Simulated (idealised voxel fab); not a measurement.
Documented hereafter: the process module known as voxel self aligned vias.
Pictured: cross-section cut, 260 nm wide, on a grid of 5 nm square cells.
Cross-section, as written here: a square-cell grid given band by band from the top down, where a band holds one or more rows of cells.
It is stipulated that each band's entry specify, in nanometres, the height of the top of the band and then that of its bottom, followed by the materials of the band in left-to-right sequence, each together with its width in nanometres. A single material marked by the word "everywhere" is understood to fill the band from edge to edge; the word "blank" is understood to denote empty space.
Heights are reckoned from 0. Under this level, the received wafer is all of one material. The bottommost band is open-ended downward, for example "0..down".
It should be noted that a width expressed as "30 to 40" varies in equal increments from row to row of cells within the band, taking the value of the first number at the top row and that of the second number at the bottom row.
"left unchanged" means the step left every cell of the cross-section as it was.
Empty spaces without an open route to the top, at least 8 cells in extent, make up the entry "Entrapped voids"; each is given as width x height at distance, where the distance is measured from the left edge, and all are in nm.
That trailing text on a step's line, after the settings, is the simulator's own remark on the step.
overlay nm: step with mask; distance mask lay right of planned place; negative value = left of planned place.
# So here's the lineup of process steps we planned
| 1 | RECEIVE: material Si |
| 2 | CONFORMAL_DEP: material SiO2, thk nm 15 |
| 3 | CONFORMAL_DEP: material SiCN, thk nm 5 |
| 4 | DIRECTIONAL_DEP: material SiO2, thk nm 20 |
| 5 | DIRECTIONAL_DEP: material aC, thk nm 10 |
| 6 | PATTERN: tone open, mask id LINES, material resist, width nm 30, pitch nm 60, thk nm 25, overlay nm 0 |
| 7 | DIRECTIONAL_ETCH: etch materials aC, depth nm 10 |
| 8 | STRIP: etch materials resist |
| 9 | DIRECTIONAL_ETCH: etch materials SiO2, depth nm 20 |
| 10 | STRIP: etch materials aC |
| 11 | CONFORMAL_DEP: material TiN, thk nm 5 |
| 12 | FILL_DEP: material Ru, thk nm 5 |
| 13 | CMP: height nm 40 |
| 14 | SELECTIVE_ETCH: etch materials W Ru TiN, depth nm 5 |
| 15 | FILL_DEP: material SiN, thk nm 10 |
| 16 | CMP: height nm 40 |
| 17 | DIRECTIONAL_DEP: material SiO2, thk nm 15 |
| 18 | MASKED_ETCH: tone open, mask id VIAS, width nm 40, pitch nm 120, etch materials SiO2, depth nm 15, overlay nm 0 |
| 19 | MASKED_ETCH: tone open, mask id VIAS, width nm 40, pitch nm 120, etch materials SiN, depth nm 5, overlay nm 0 |
| 20 | CONFORMAL_DEP: material TiN, thk nm 5 |
| 21 | FILL_DEP: material Ru, thk nm 10 |
| 22 | CMP: height nm 55 |
| 23 | CONFORMAL_DEP: material SiN, thk nm 5 |
# Received-state cross-section, reflecting completion of step 1
  0..down  Si everywhere
  Entrapped voids: none
# Here's the wafer cut in cross-section after the module, started and planned just like above, except one thing was done wrong in the run
  60..55  SiN everywhere
  55..45  50 of SiO2  5 of TiN  30 of Ru  5 of TiN  80 of SiO2  5 of TiN  30 of Ru  5 of TiN  50 of SiO2
  45..40  50 of SiO2  10 of TiN  20 of Ru  10 of TiN  80 of SiO2  10 of TiN  20 of Ru  10 of TiN  50 of SiO2
  40..35  55 of SiO2  30 of TiN  30 of SiO2  30 of SiN  30 of SiO2  30 of TiN  55 of SiO2
  35..30  SiCN everywhere
  30..0  SiO2 everywhere
  0..down  Si everywhere
  Entrapped voids: none
Deviation from plan: twice over, step 2 of the plan was run
